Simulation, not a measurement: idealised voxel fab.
Name of the process module below: voxel self aligned contacts
The cross-section on display is named cut; it measures 250 nm wide, and its cells are 5 nm squares.
A cross-section is written here as square cells arranged in a grid, and it is given in bands from the top down, each band taking up one or more rows of cells. Top, bottom (nm), then materials left to right with widths (nm); lone material tagged "all across" fills the whole band edge to edge; "blank" = empty space. Heights are measured from 0, the level below which the as-received wafer is all one material; the lowest band has no bottom and continues downward, written as in "0..down". Top row gets the first number, bottom row gets the second, and each row in between changes by the same step: that is how a band width like "30->40" works. Given "same as before" for a step, no cell of the cross-section differs between before and after that step. Empty spaces without an open route to the top, at least 8 cells in extent, make up the entry "Sealed internal cavities"; each is given as width x height at distance, where the distance is measured from the left edge, and all are in nm. Post-settings text on a step line: simulator's own remark regarding the step. overlay nm: how far to the right of its planned place the mask lay on this masked step (negative: to the left).

These are the steps we planned for the process:
step 1: RECEIVE,material Si
step 2: CONFORMAL_DEP,material SiO2,thk nm 5
step 3: DIRECTIONAL_DEP,material polySi,thk nm 20
step 4: DIRECTIONAL_DEP,material SiN,thk nm 20
step 5: DIRECTIONAL_DEP,material aC,thk nm 15
step 6: PATTERN,tone cover,mask id GATE,material resist,width nm 35,pitch nm 70,thk nm 35,overlay nm 0
step 7: DIRECTIONAL_ETCH,etch materials aC,depth nm 15
step 8: STRIP,etch materials resist
step 9: DIRECTIONAL_ETCH,etch materials SiN,depth nm 20
step 10: DIRECTIONAL_ETCH,etch materials polySi,depth nm 20
step 11: STRIP,etch materials aC
step 12: CONFORMAL_DEP,material SiN,thk nm 5
step 13: DIRECTIONAL_ETCH,etch materials SiN,depth nm 5
step 14: FILL_DEP,material SiO2,thk nm 10
step 15: CMP,height nm 50
step 16: DIRECTIONAL_DEP,material aC,thk nm 15
step 17: PATTERN,tone open,mask id CONTACT,material resist,width nm 55,thk nm 30,overlay nm 0
step 18: DIRECTIONAL_ETCH,etch materials aC,depth nm 15
step 19: STRIP,etch materials resist
step 20: DIRECTIONAL_ETCH,etch materials SiO2,depth nm 50
step 21: STRIP,etch materials aC
step 22: CONFORMAL_DEP,material TiN,thk nm 5
step 23: FILL_DEP,material W,thk nm 10
step 24: CMP,height nm 50
step 25: CONFORMAL_DEP,material SiCN,thk nm 5

Below: the first of two wafers, run as planned:

Wafer as received: cross-section following step 1:
- 0..down  Si all across
- Sealed internal cavities: none

Once step 2 is through, the wafer looks like this in cross-section:
- 5..0  SiO2 all across
- Anything lower than 0 is untouched.

Once step 3 is through, the wafer looks like this in cross-section:
- 25..5  polySi all across
- Anything lower than 5 is untouched.

Once step 4 is through, the wafer looks like this in cross-section:
- 45..25  SiN all across
- Anything lower than 25 is untouched.

Once step 5 is through, the wafer looks like this in cross-section:
- 60..45  aC all across
- Anything lower than 45 is untouched.

Once step 6 is through, the wafer looks like this in cross-section:
- 95..60  blank (70); resist (35); blank (35); resist (35); blank (75)
- Anything lower than 60 is untouched.

Once step 7 is through, the wafer looks like this in cross-section:
- 80..60  blank (70); resist (35); blank (35); resist (35); blank (75)
- 60..45  blank (70); aC (35); blank (35); aC (35); blank (75)
- Anything lower than 45 is untouched.

Once step 8 is through, the wafer looks like this in cross-section:
- 60..45  blank (70); aC (35); blank (35); aC (35); blank (75)
- Anything lower than 45 is untouched.

Once step 9 is through, the wafer looks like this in cross-section:
- 60..45  blank (70); aC (35); blank (35); aC (35); blank (75)
- 45..25  blank (70); SiN (35); blank (35); SiN (35); blank (75)
- Anything lower than 25 is untouched.

Once step 10 is through, the wafer looks like this in cross-section:
- 60..45  blank (70); aC (35); blank (35); aC (35); blank (75)
- 45..25  blank (70); SiN (35); blank (35); SiN (35); blank (75)
- 25..5  blank (70); polySi (35); blank (35); polySi (35); blank (75)
- Anything lower than 5 is untouched.

Once step 11 is through, the wafer looks like this in cross-section:
- 45..25  blank (70); SiN (35); blank (35); SiN (35); blank (75)
- Anything lower than 25 is untouched.

Once step 12 is through, the wafer looks like this in cross-section:
- 50..25  blank (65); SiN (45); blank (25); SiN (45); blank (70)
- 25..10  blank (65); SiN (5); polySi (35); SiN (5); blank (25); SiN (5); polySi (35); SiN (5); blank (70)
- 10..5  SiN (70); polySi (35); SiN (35); polySi (35); SiN (75)
- Anything lower than 5 is untouched.

Once step 13 is through, the wafer looks like this in cross-section:
- 45..25  blank (65); SiN (45); blank (25); SiN (45); blank (70)
- 25..5  blank (65); SiN (5); polySi (35); SiN (5); blank (25); SiN (5); polySi (35); SiN (5); blank (70)
- Anything lower than 5 is untouched.

Once step 14 is through, the wafer looks like this in cross-section:
- 55..45  SiO2 all across
- 45..25  SiO2 (65); SiN (45); SiO2 (25); SiN (45); SiO2 (70)
- 25..5  SiO2 (65); SiN (5); polySi (35); SiN (5); SiO2 (25); SiN (5); polySi (35); SiN (5); SiO2 (70)
- Anything lower than 5 is untouched.

Once step 15 is through, the wafer looks like this in cross-section:
- 50..45  SiO2 all across
- Anything lower than 45 is untouched.

Once step 16 is through, the wafer looks like this in cross-section:
- 65..50  aC all across
- Anything lower than 50 is untouched.

Once step 17 is through, the wafer looks like this in cross-section:
- 95..65  resist (95); blank (55); resist (100)
- Anything lower than 65 is untouched.

Once step 18 is through, the wafer looks like this in cross-section:
- 80..65  resist (95); blank (55); resist (100)
- 65..50  aC (95); blank (55); aC (100)
- Anything lower than 50 is untouched.

Once step 19 is through, the wafer looks like this in cross-section:
- 65..50  aC (95); blank (55); aC (100)
- Anything lower than 50 is untouched.

Once step 20 is through, the wafer looks like this in cross-section:
- 65..50  aC (95); blank (55); aC (100)
- 50..45  SiO2 (95); blank (55); SiO2 (100)
- 45..25  SiO2 (65); SiN (45); blank (25); SiN (45); SiO2 (70)
- 25..5  SiO2 (65); SiN (5); polySi (35); SiN (5); blank (25); SiN (5); polySi (35); SiN (5); SiO2 (70)
- 5..0  SiO2 (110); blank (25); SiO2 (115)
- Anything lower than 0 is untouched.

Once step 21 is through, the wafer looks like this in cross-section:
- 50..45  SiO2 (95); blank (55); SiO2 (100)
- Anything lower than 45 is untouched.

Once step 22 is through, the wafer looks like this in cross-section:
- 55..50  TiN (100); blank (45); TiN (105)
- 50..45  SiO2 (95); TiN (20); blank (15); TiN (20); SiO2 (100)
- 45..25  SiO2 (65); SiN (45); TiN (5); blank (15); TiN (5); SiN (45); SiO2 (70)
- 25..5  SiO2 (65); SiN (5); polySi (35); SiN (5); TiN (5); blank (15); TiN (5); SiN (5); polySi (35); SiN (5); SiO2 (70)
- 5..0  SiO2 (110); TiN (25); SiO2 (115)
- Anything lower than 0 is untouched.

Once step 23 is through, the wafer looks like this in cross-section:
- 65..55  W all across
- 55..50  TiN (100); W (45); TiN (105)
- 50..45  SiO2 (95); TiN (20); W (15); TiN (20); SiO2 (100)
- 45..25  SiO2 (65); SiN (45); TiN (5); W (15); TiN (5); SiN (45); SiO2 (70)
- 25..5  SiO2 (65); SiN (5); polySi (35); SiN (5); TiN (5); W (15); TiN (5); SiN (5); polySi (35); SiN (5); SiO2 (70)
- Anything lower than 5 is untouched.

Once step 24 is through, the wafer looks like this in cross-section:
- 50..45  SiO2 (95); TiN (20); W (15); TiN (20); SiO2 (100)
- Anything lower than 45 is untouched.

Once step 25 is through, the wafer looks like this in cross-section:
- 55..50  SiCN all across
- Anything lower than 50 is untouched.

Here the second wafer is described. Its start and its plan were those of the first wafer. Its run contained one mistake. Up to and including step 5, it did exactly what the first wafer did:

The second wafer in cross-section, at the planned close of step 6:
- 95..60  blank (75); resist (30); blank (40); resist (30); blank (75)
- Anything lower than 60 is untouched.

The second wafer in cross-section, at the planned close of step 7:
- 80..60  blank (75); resist (30); blank (40); resist (30); blank (75)
- 60..45  blank (75); aC (30); blank (40); aC (30); blank (75)
- Anything lower than 45 is untouched.

The second wafer in cross-section, at the planned close of step 8:
- 60..45  blank (75); aC (30); blank (40); aC (30); blank (75)
- Anything lower than 45 is untouched.

The second wafer in cross-section, at the planned close of step 9:
- 60..45  blank (75); aC (30); blank (40); aC (30); blank (75)
- 45..25  blank (75); SiN (30); blank (40); SiN (30); blank (75)
- Anything lower than 25 is untouched.

The second wafer in cross-section, at the planned close of step 10:
- 60..45  blank (75); aC (30); blank (40); aC (30); blank (75)
- 45..25  blank (75); SiN (30); blank (40); SiN (30); blank (75)
- 25..5  blank (75); polySi (30); blank (40); polySi (30); blank (75)
- Anything lower than 5 is untouched.

The second wafer in cross-section, at the planned close of step 11:
- 45..25  blank (75); SiN (30); blank (40); SiN (30); blank (75)
- Anything lower than 25 is untouched.

The second wafer in cross-section, at the planned close of step 12:
- 50..25  blank (70); SiN (40); blank (30); SiN (40); blank (70)
- 25..10  blank (70); SiN (5); polySi (30); SiN (5); blank (30); SiN (5); polySi (30); SiN (5); blank (70)
- 10..5  SiN (75); polySi (30); SiN (40); polySi (30); SiN (75)
- Anything lower than 5 is untouched.

The second wafer in cross-section, at the planned close of step 13:
- 45..25  blank (70); SiN (40); blank (30); SiN (40); blank (70)
- 25..5  blank (70); SiN (5); polySi (30); SiN (5); blank (30); SiN (5); polySi (30); SiN (5); blank (70)
- Anything lower than 5 is untouched.

The second wafer in cross-section, at the planned close of step 14:
- 55..45  SiO2 all across
- 45..25  SiO2 (70); SiN (40); SiO2 (30); SiN (40); SiO2 (70)
- 25..5  SiO2 (70); SiN (5); polySi (30); SiN (5); SiO2 (30); SiN (5); polySi (30); SiN (5); SiO2 (70)
- Anything lower than 5 is untouched.

The second wafer in cross-section, at the planned close of step 15:
- 50..45  SiO2 all across
- Anything lower than 45 is untouched.

The second wafer in cross-section, at the planned close of step 16:
- 65..50  aC all across
- Anything lower than 50 is untouched.

The second wafer in cross-section, at the planned close of step 17:
- 95..65  resist (95); blank (55); resist (100)
- Anything lower than 65 is untouched.

The second wafer in cross-section, at the planned close of step 18:
- 80..65  resist (95); blank (55); resist (100)
- 65..50  aC (95); blank (55); aC (100)
- Anything lower than 50 is untouched.

The second wafer in cross-section, at the planned close of step 19:
- 65..50  aC (95); blank (55); aC (100)
- Anything lower than 50 is untouched.

The second wafer in cross-section, at the planned close of step 20:
- 65..50  aC (95); blank (55); aC (100)
- 50..45  SiO2 (95); blank (55); SiO2 (100)
- 45..25  SiO2 (70); SiN (40); blank (30); SiN (40); SiO2 (70)
- 25..5  SiO2 (70); SiN (5); polySi (30); SiN (5); blank (30); SiN (5); polySi (30); SiN (5); SiO2 (70)
- 5..0  SiO2 (110); blank (30); SiO2 (110)
- Anything lower than 0 is untouched.

The second wafer in cross-section, at the planned close of step 21:
- 50..45  SiO2 (95); blank (55); SiO2 (100)
- Anything lower than 45 is untouched.

The second wafer in cross-section, at the planned close of step 22:
- 55..50  TiN (100); blank (45); TiN (105)
- 50..45  SiO2 (95); TiN (20); blank (20); TiN (15); SiO2 (100)
- 45..25  SiO2 (70); SiN (40); TiN (5); blank (20); TiN (5); SiN (40); SiO2 (70)
- 25..5  SiO2 (70); SiN (5); polySi (30); SiN (5); TiN (5); blank (20); TiN (5); SiN (5); polySi (30); SiN (5); SiO2 (70)
- 5..0  SiO2 (110); TiN (30); SiO2 (110)
- Anything lower than 0 is untouched.

The second wafer in cross-section, at the planned close of step 23:
- 65..55  W all across
- 55..50  TiN (100); W (45); TiN (105)
- 50..45  SiO2 (95); TiN (20); W (20); TiN (15); SiO2 (100)
- 45..25  SiO2 (70); SiN (40); TiN (5); W (20); TiN (5); SiN (40); SiO2 (70)
- 25..5  SiO2 (70); SiN (5); polySi (30); SiN (5); TiN (5); W (20); TiN (5); SiN (5); polySi (30); SiN (5); SiO2 (70)
- Anything lower than 5 is untouched.

The second wafer in cross-section, at the planned close of step 24:
- 50..45  SiO2 (95); TiN (20); W (20); TiN (15); SiO2 (100)
- Anything lower than 45 is untouched.

The second wafer in cross-section, at the planned close of step 25:
- 55..50  SiCN all across
- Anything lower than 50 is untouched.
Error vs. plan: step 6 ran with different settings than intended, the actual operation and settings being PATTERN,tone cover,mask id GATE,material resist,width nm 30,pitch nm 70,thk nm 35,overlay nm 0
Per the end-of-run cell counts, the second wafer holds more or fewer of some materials than the first: -8 SiN | +7 SiO2 | +9 W | -8 polySi
